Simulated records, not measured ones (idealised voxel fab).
The following process module bears the name voxel air gaps.
We display cut, a cross-section 215 nm in width whose square cells are each 5 nm.
The cross-sections in this document take the form of a grid made of square cells. They are written out as bands, in order from top to bottom. Each band consists of one or more rows of cells.
Basically the band line says how high the top is and how high the bottom is, in nm, and then what's in it from left to right, every material with its width in nm. Empty space shows up as "air", and if a single material carries "everywhere" it runs the full band edge to edge.
Heads up on the height convention: 0 is the point under which the incoming wafer is all one material, and the lowest band has no bottom, it just keeps going down, like "0 nm and below".
It should be noted that a width expressed as "30 to 40" varies in equal increments from row to row of cells within the band, taking the value of the first number at the top row and that of the second number at the bottom row.
Take "no alterations made" at face value: in the step it is given for, the cross-section changed in none of its cells.
"Closed internal cavities": sealed empty spaces, 8 cells or more, no open way to top, listed width x height at distance, with distance from the left edge and width, height and distance in nm.
Text after the settings on a step's line: the simulator's own remark on that step.
The setting "overlay nm" may be written on the line of a step. When the step uses a mask, the value reports how far to the right of the planned place the mask lay, and a negative value reports that it lay to the left.

### The following list gives the planned process steps
step 1: RECEIVE: material Si
step 2: CONFORMAL_DEP: material SiO2, thk nm 10
step 3: CONFORMAL_DEP: material SiCN, thk nm 5
step 4: DIRECTIONAL_DEP: material lowk, thk nm 40
step 5: DIRECTIONAL_DEP: material aC, thk nm 10
step 6: PATTERN: tone open, mask id LINES, material resist, width nm 20, pitch nm 50, thk nm 30, overlay nm 0
step 7: DIRECTIONAL_ETCH: etch materials aC, depth nm 10
step 8: STRIP: etch materials resist
step 9: DIRECTIONAL_ETCH: etch materials lowk, depth nm 40
step 10: STRIP: etch materials aC
step 11: CONFORMAL_DEP: material TiN, thk nm 5
step 12: FILL_DEP: material Cu, thk nm 5
step 13: CMP: height nm 55
step 14: EPI: material Ru, thk nm 10
step 15: SELECTIVE_ETCH: etch materials lowk, depth nm 50
step 16: CONFORMAL_DEP: material SiCN, thk nm 5

### Cross-sectional view of the wafer in its as-received condition, corresponding to the state after step 1
  0 nm and below | Si everywhere
  Closed internal cavities: none

### First of two wafers at the end of the module, shown in cross-section; run carried out as planned
  70 nm to 65 nm | 30 air, 150 SiCN, 35 air
  65 nm to 55 nm | 30 air, 5 SiCN, 40 Ru, 10 SiCN, 40 Ru, 10 SiCN, 40 Ru, 5 SiCN, 35 air
  55 nm to 50 nm | 30 air, 15 SiCN, 5 TiN, 10 Cu, 5 TiN, 30 SiCN, 5 TiN, 10 Cu, 5 TiN, 30 SiCN, 5 TiN, 10 Cu, 5 TiN, 15 SiCN, 35 air
  50 nm to 20 nm | 40 air, 5 SiCN, 5 TiN, 10 Cu, 5 TiN, 5 SiCN, 20 air, 5 SiCN, 5 TiN, 10 Cu, 5 TiN, 5 SiCN, 20 air, 5 SiCN, 5 TiN, 10 Cu, 5 TiN, 5 SiCN, 45 air
  20 nm to 15 nm | 45 SiCN, 20 TiN, 30 SiCN, 20 TiN, 30 SiCN, 20 TiN, 50 SiCN
  15 nm to 10 nm | SiCN everywhere
  10 nm to 0 nm | SiO2 everywhere
  0 nm and below | Si everywhere
  Closed internal cavities: 20 x 30 at 70; 20 x 30 at 120

### This cross-section belongs to the second wafer of two at the end of the module; the start and the plan were shared with the first, and the run included one mistake
  70 nm to 65 nm | SiCN everywhere
  65 nm to 55 nm | Ru everywhere
  55 nm to 20 nm | 40 Cu, 5 TiN, 20 lowk, 5 TiN, 20 Cu, 5 TiN, 20 lowk, 5 TiN, 20 Cu, 5 TiN, 20 lowk, 5 TiN, 45 Cu
  20 nm to 15 nm | 45 TiN, 20 lowk, 30 TiN, 20 lowk, 30 TiN, 20 lowk, 50 TiN
  15 nm to 10 nm | SiCN everywhere
  10 nm to 0 nm | SiO2 everywhere
  0 nm and below | Si everywhere
  Closed internal cavities: none
Want to know what went wrong? step 6 ran differently from the plan; actual operation with settings: PATTERN: tone cover, mask id LINES, material resist, width nm 20, pitch nm 50, thk nm 30, overlay nm 0
The closing comparison, in cells, has the second wafer with more or fewer of some materials than the first: +133 Cu | +38 Ru | -84 SiCN | +19 TiN | +96 lowk
The final tally of closed voids stands at 2 on the first wafer and 0 on the second.
